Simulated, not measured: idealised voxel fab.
Title: Process Module voxel released beams
This is section cut - it's 145 nm across, gridded in 5 nm square cells.
Cross-sections here: square-cell grids, written as top-down lists of bands, a band being one or more rows of cells.
What a band's entry tells you: where the top is and where the bottom is, as heights in nm, and after that what lies inside, material by material from left to right, each with its width in nm. Empty space is written as the word "empty", and a single material marked with the word "full width" occupies the band from edge to edge.
Height reference: 0 = level under which incoming wafer is all one material. Lowest band: no bottom, runs on downward, e.g. "from 0 down".
Quick explanation for "30->40": the width changes in equal steps down the rows of cells, from the first number in the band's top row to the second number in its bottom row.
Given "no change occurred" for a step, no cell of the cross-section differs between before and after that step.
What "Entrapped voids" gives you is every empty space of 8 cells or more that is cut off from the top. Each appears as width x height at distance, with the distance taken from the left edge and width, height and distance all in nm.
It should be noted that, on the line of a given step, the content following the step's settings is a remark produced by the simulator itself with respect to that step.
overlay nm: for a step with a mask, the amount by which the mask lay right of where it was planned; a negative amount means left of it.
BELOW IS THE LIST OF PLANNED PROCESS STEPS
1. RECEIVE with material Si
2. CONFORMAL_DEP with material Al2O3, thk nm 10
3. DIRECTIONAL_DEP with material SiO2, thk nm 15
4. DIRECTIONAL_DEP with material aC, thk nm 10
5. PATTERN with tone open, mask id ANCHOR, material resist, width nm 45, thk nm 25, overlay nm 0
6. DIRECTIONAL_ETCH with etch materials aC, depth nm 10
7. STRIP with etch materials resist
8. DIRECTIONAL_ETCH with etch materials SiO2, depth nm 15
9. STRIP with etch materials aC
10. CONFORMAL_DEP with material polySi, thk nm 15
11. PATTERN with tone cover, mask id BEAM, material resist, width nm 110, thk nm 20, overlay nm 0
12. DIRECTIONAL_ETCH with etch materials polySi, depth nm 15
13. STRIP with etch materials resist
14. STRIP with etch materials SiO2
STEP 1 COMPLETE: CROSS-SECTION OF THE WAFER AS RECEIVED
* from 0 down  Si full width
* Entrapped voids: none
FIRST OF TWO WAFERS: CROSS-SECTION AT END OF MODULE, RUN PER PLAN
* from 40 to 25  empty=15  polySi=20  empty=15  polySi=75  empty=20
* from 25 to 10  empty=20  polySi=45  empty=80
* from 10 to 0  Al2O3 full width
* from 0 down  Si full width
* Entrapped voids: none
THE SECOND WAFER, SHOWN IN CROSS-SECTION AFTER THE MODULE: STARTED THE SAME WAY AS THE FIRST AND GIVEN THE SAME PLAN, YET ONE MISTAKE CREPT INTO HOW IT WAS RUN
* from 55 to 40  empty=15  polySi=110  empty=20
* from 40 to 25  polySi full width
* from 25 to 10  SiO2=20  polySi=45  SiO2=80
* from 10 to 0  Al2O3 full width
* from 0 down  Si full width
* Entrapped voids: none
What was done differently from what was planned? plan step 10 was conducted twice
Final difference in cells, second wafer against first, listed per material as more or fewer: +60 SiO2, +96 polySi
